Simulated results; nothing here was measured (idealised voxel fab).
The name of this process module is voxel self aligned contacts.
The figure presents cross-section cut, which has a width of 220 nm and is divided into square cells with an edge length of 5 nm.
Cross-section, as written here: a square-cell grid given band by band from the top down, where a band holds one or more rows of cells.
Heights first: top, then bottom, in nm. Then materials, left to right, each with a width in nm. "full width" on a single material: fills the band edge to edge. "air": empty space.
Heights are reckoned from 0. Under this level, the received wafer is all of one material. The bottommost band is open-ended downward, for example "from 0 down".
It should be noted that a width expressed as "30->40" varies in equal increments from row to row of cells within the band, taking the value of the first number at the top row and that of the second number at the bottom row.
Step note "changes: none" = no cross-section cell changed.
"Sealed voids" enumerates empty spaces isolated from the top, with no open way to it, that contain at least 8 cells, giving each as width x height at distance from the left edge, all three in nm.
Heads up: the bit after the settings on a step's line is the simulator's remark on that step.
The line of a step may include "overlay nm". On a step with a mask, this value is how far to the right of its planned place the mask lay. A negative value means the mask lay to the left.

[Process steps (planned)]
1 RECEIVE, material Si
2 OXIDIZE, depth nm 5
3 DIRECTIONAL_DEP, material polySi, thk nm 30
4 DIRECTIONAL_DEP, material SiN, thk nm 20
5 PATTERN, tone cover, mask id GATE, material resist, width nm 35, pitch nm 65, thk nm 15, overlay nm 0
6 DIRECTIONAL_ETCH, etch materials SiN, depth nm 20
7 DIRECTIONAL_ETCH, etch materials polySi, depth nm 30
8 STRIP, etch materials resist
9 CONFORMAL_DEP, material SiN, thk nm 5
10 DIRECTIONAL_ETCH, etch materials SiN, depth nm 5
11 FILL_DEP, material SiO2, thk nm 15
12 CMP, height nm 55
13 PATTERN, tone open, mask id CONTACT, material resist, width nm 50, pitch nm 65, thk nm 15, overlay nm 0
14 DIRECTIONAL_ETCH, etch materials SiO2, depth nm 60
15 STRIP, etch materials resist
16 CONFORMAL_DEP, material TiN, thk nm 5
17 FILL_DEP, material Ru, thk nm 10
18 CMP, height nm 55
19 CONFORMAL_DEP, material SiN, thk nm 5

[First wafer of two (run as planned)]

[Wafer cross-section on receipt, i.e. after step 1]
	from 0 down  Si full width
	Sealed voids: none

[Wafer xsec, post step 2]
	from 0 to -5  SiO2 full width
	Lower than -5, everything is as it was.

[Wafer xsec, post step 3]
	from 30 to 0  polySi full width
	Lower than 0, everything is as it was.

[Wafer xsec, post step 4]
	from 50 to 30  SiN full width
	Lower than 30, everything is as it was.

[Wafer xsec, post step 5]
	from 65 to 50  air (25), resist (35), air (30), resist (35), air (30), resist (35), air (30)
	Lower than 50, everything is as it was.

[Wafer xsec, post step 6]
	from 65 to 50  air (25), resist (35), air (30), resist (35), air (30), resist (35), air (30)
	from 50 to 30  air (25), SiN (35), air (30), SiN (35), air (30), SiN (35), air (30)
	Lower than 30, everything is as it was.

[Wafer xsec, post step 7]
	from 65 to 50  air (25), resist (35), air (30), resist (35), air (30), resist (35), air (30)
	from 50 to 30  air (25), SiN (35), air (30), SiN (35), air (30), SiN (35), air (30)
	from 30 to 0  air (25), polySi (35), air (30), polySi (35), air (30), polySi (35), air (30)
	Lower than 0, everything is as it was.

[Wafer xsec, post step 8]
	from 50 to 30  air (25), SiN (35), air (30), SiN (35), air (30), SiN (35), air (30)
	Lower than 30, everything is as it was.

[Wafer xsec, post step 9]
	from 55 to 30  air (20), SiN (45), air (20), SiN (45), air (20), SiN (45), air (25)
	from 30 to 5  air (20), SiN (5), polySi (35), SiN (5), air (20), SiN (5), polySi (35), SiN (5), air (20), SiN (5), polySi (35), SiN (5), air (25)
	from 5 to 0  SiN (25), polySi (35), SiN (30), polySi (35), SiN (30), polySi (35), SiN (30)
	Lower than 0, everything is as it was.

[Wafer xsec, post step 10]
	from 50 to 30  air (20), SiN (45), air (20), SiN (45), air (20), SiN (45), air (25)
	from 30 to 0  air (20), SiN (5), polySi (35), SiN (5), air (20), SiN (5), polySi (35), SiN (5), air (20), SiN (5), polySi (35), SiN (5), air (25)
	Lower than 0, everything is as it was.

[Wafer xsec, post step 11]
	from 65 to 50  SiO2 full width
	from 50 to 30  SiO2 (20), SiN (45), SiO2 (20), SiN (45), SiO2 (20), SiN (45), SiO2 (25)
	from 30 to 0  SiO2 (20), SiN (5), polySi (35), SiN (5), SiO2 (20), SiN (5), polySi (35), SiN (5), SiO2 (20), SiN (5), polySi (35), SiN (5), SiO2 (25)
	Lower than 0, everything is as it was.

[Wafer xsec, post step 12]
	from 55 to 50  SiO2 full width
	Lower than 50, everything is as it was.

[Wafer xsec, post step 13]
	from 70 to 55  resist (50), air (50), resist (15), air (50), resist (55)
	Lower than 55, everything is as it was.

[Wafer xsec, post step 14]
	from 70 to 55  resist (50), air (50), resist (15), air (50), resist (55)
	from 55 to 50  SiO2 (50), air (50), SiO2 (15), air (50), SiO2 (55)
	from 50 to 30  SiO2 (20), SiN (45), air (20), SiN (45), air (20), SiN (45), SiO2 (25)
	from 30 to 0  SiO2 (20), SiN (5), polySi (35), SiN (5), air (20), SiN (5), polySi (35), SiN (5), air (20), SiN (5), polySi (35), SiN (5), SiO2 (25)
	from 0 to -5  SiO2 (65), air (20), SiO2 (45), air (20), SiO2 (70)
	Lower than -5, everything is as it was.

[Wafer xsec, post step 15]
	from 55 to 50  SiO2 (50), air (50), SiO2 (15), air (50), SiO2 (55)
	Lower than 50, everything is as it was.

[Wafer xsec, post step 16]
	from 60 to 55  TiN (55), air (40), TiN (25), air (40), TiN (60)
	from 55 to 50  SiO2 (50), TiN (20), air (10), TiN (20), SiO2 (15), TiN (20), air (10), TiN (20), SiO2 (55)
	from 50 to 30  SiO2 (20), SiN (45), TiN (5), air (10), TiN (5), SiN (45), TiN (5), air (10), TiN (5), SiN (45), SiO2 (25)
	from 30 to 0  SiO2 (20), SiN (5), polySi (35), SiN (5), TiN (5), air (10), TiN (5), SiN (5), polySi (35), SiN (5), TiN (5), air (10), TiN (5), SiN (5), polySi (35), SiN (5), SiO2 (25)
	from 0 to -5  SiO2 (65), TiN (20), SiO2 (45), TiN (20), SiO2 (70)
	Lower than -5, everything is as it was.

[Wafer xsec, post step 17]
	from 70 to 60  Ru full width
	from 60 to 55  TiN (55), Ru (40), TiN (25), Ru (40), TiN (60)
	from 55 to 50  SiO2 (50), TiN (20), Ru (10), TiN (20), SiO2 (15), TiN (20), Ru (10), TiN (20), SiO2 (55)
	from 50 to 30  SiO2 (20), SiN (45), TiN (5), Ru (10), TiN (5), SiN (45), TiN (5), Ru (10), TiN (5), SiN (45), SiO2 (25)
	from 30 to 0  SiO2 (20), SiN (5), polySi (35), SiN (5), TiN (5), Ru (10), TiN (5), SiN (5), polySi (35), SiN (5), TiN (5), Ru (10), TiN (5), SiN (5), polySi (35), SiN (5), SiO2 (25)
	Lower than 0, everything is as it was.

[Wafer xsec, post step 18]
	from 55 to 50  SiO2 (50), TiN (20), Ru (10), TiN (20), SiO2 (15), TiN (20), Ru (10), TiN (20), SiO2 (55)
	Lower than 50, everything is as it was.

[Wafer xsec, post step 19]
	from 60 to 55  SiN full width
	Lower than 55, everything is as it was.

[Wafer two of the pair: same origin, same plan, one error during the run; identical to wafer one up to and including step 2]

[What the second wafer looks like in cross-section when step 3 should have wrapped up]
	from 20 to 0  SiN full width
	Lower than 0, everything is as it was.

[What the second wafer looks like in cross-section when step 4 should have wrapped up]
	from 50 to 20  polySi full width
	Lower than 20, everything is as it was.

[What the second wafer looks like in cross-section when step 5 should have wrapped up]
	from 65 to 50  air (25), resist (35), air (30), resist (35), air (30), resist (35), air (30)
	Lower than 50, everything is as it was.

What the second wafer looks like in cross-section when step 6 should have wrapped up: changes: none

[What the second wafer looks like in cross-section when step 7 should have wrapped up]
	from 65 to 50  air (25), resist (35), air (30), resist (35), air (30), resist (35), air (30)
	from 50 to 20  air (25), polySi (35), air (30), polySi (35), air (30), polySi (35), air (30)
	Lower than 20, everything is as it was.

[What the second wafer looks like in cross-section when step 8 should have wrapped up]
	from 50 to 20  air (25), polySi (35), air (30), polySi (35), air (30), polySi (35), air (30)
	Lower than 20, everything is as it was.

[What the second wafer looks like in cross-section when step 9 should have wrapped up]
	from 55 to 50  air (20), SiN (45), air (20), SiN (45), air (20), SiN (45), air (25)
	from 50 to 25  air (20), SiN (5), polySi (35), SiN (5), air (20), SiN (5), polySi (35), SiN (5), air (20), SiN (5), polySi (35), SiN (5), air (25)
	from 25 to 20  SiN (25), polySi (35), SiN (30), polySi (35), SiN (30), polySi (35), SiN (30)
	Lower than 20, everything is as it was.

[What the second wafer looks like in cross-section when step 10 should have wrapped up]
	from 50 to 20  air (20), SiN (5), polySi (35), SiN (5), air (20), SiN (5), polySi (35), SiN (5), air (20), SiN (5), polySi (35), SiN (5), air (25)
	Lower than 20, everything is as it was.

[What the second wafer looks like in cross-section when step 11 should have wrapped up]
	from 65 to 50  SiO2 full width
	from 50 to 20  SiO2 (20), SiN (5), polySi (35), SiN (5), SiO2 (20), SiN (5), polySi (35), SiN (5), SiO2 (20), SiN (5), polySi (35), SiN (5), SiO2 (25)
	Lower than 20, everything is as it was.

[What the second wafer looks like in cross-section when step 12 should have wrapped up]
	from 55 to 50  SiO2 full width
	Lower than 50, everything is as it was.

[What the second wafer looks like in cross-section when step 13 should have wrapped up]
	from 70 to 55  resist (50), air (50), resist (15), air (50), resist (55)
	Lower than 55, everything is as it was.

[What the second wafer looks like in cross-section when step 14 should have wrapped up]
	from 70 to 55  resist (50), air (50), resist (15), air (50), resist (55)
	from 55 to 50  SiO2 (50), air (50), SiO2 (15), air (50), SiO2 (55)
	from 50 to 20  SiO2 (20), SiN (5), polySi (35), SiN (5), air (20), SiN (5), polySi (35), SiN (5), air (20), SiN (5), polySi (35), SiN (5), SiO2 (25)
	Lower than 20, everything is as it was.

[What the second wafer looks like in cross-section when step 15 should have wrapped up]
	from 55 to 50  SiO2 (50), air (50), SiO2 (15), air (50), SiO2 (55)
	Lower than 50, everything is as it was.

[What the second wafer looks like in cross-section when step 16 should have wrapped up]
	from 60 to 55  TiN (55), air (40), TiN (25), air (40), TiN (60)
	from 55 to 50  SiO2 (50), TiN (20), air (10), TiN (20), SiO2 (15), TiN (20), air (10), TiN (20), SiO2 (55)
	from 50 to 25  SiO2 (20), SiN (5), polySi (35), SiN (5), TiN (5), air (10), TiN (5), SiN (5), polySi (35), SiN (5), TiN (5), air (10), TiN (5), SiN (5), polySi (35), SiN (5), SiO2 (25)
	from 25 to 20  SiO2 (20), SiN (5), polySi (35), SiN (5), TiN (20), SiN (5), polySi (35), SiN (5), TiN (20), SiN (5), polySi (35), SiN (5), SiO2 (25)
	Lower than 20, everything is as it was.

[What the second wafer looks like in cross-section when step 17 should have wrapped up]
	from 70 to 60  Ru full width
	from 60 to 55  TiN (55), Ru (40), TiN (25), Ru (40), TiN (60)
	from 55 to 50  SiO2 (50), TiN (20), Ru (10), TiN (20), SiO2 (15), TiN (20), Ru (10), TiN (20), SiO2 (55)
	from 50 to 25  SiO2 (20), SiN (5), polySi (35), SiN (5), TiN (5), Ru (10), TiN (5), SiN (5), polySi (35), SiN (5), TiN (5), Ru (10), TiN (5), SiN (5), polySi (35), SiN (5), SiO2 (25)
	Lower than 25, everything is as it was.

[What the second wafer looks like in cross-section when step 18 should have wrapped up]
	from 55 to 50  SiO2 (50), TiN (20), Ru (10), TiN (20), SiO2 (15), TiN (20), Ru (10), TiN (20), SiO2 (55)
	Lower than 50, everything is as it was.

[What the second wafer looks like in cross-section when step 19 should have wrapped up]
	from 60 to 55  SiN full width
	Lower than 55, everything is as it was.
In executing the process, a mistake was made relative to the plan: the processing plan was not followed for steps 3 and 4, which were run with their positions exchanged
In the final state, the cell counts of the second wafer exceed or fall short of those of the first for the following materials: Ru: 20 fewer | SiN: 68 more | SiO2: 28 fewer | TiN: 20 fewer
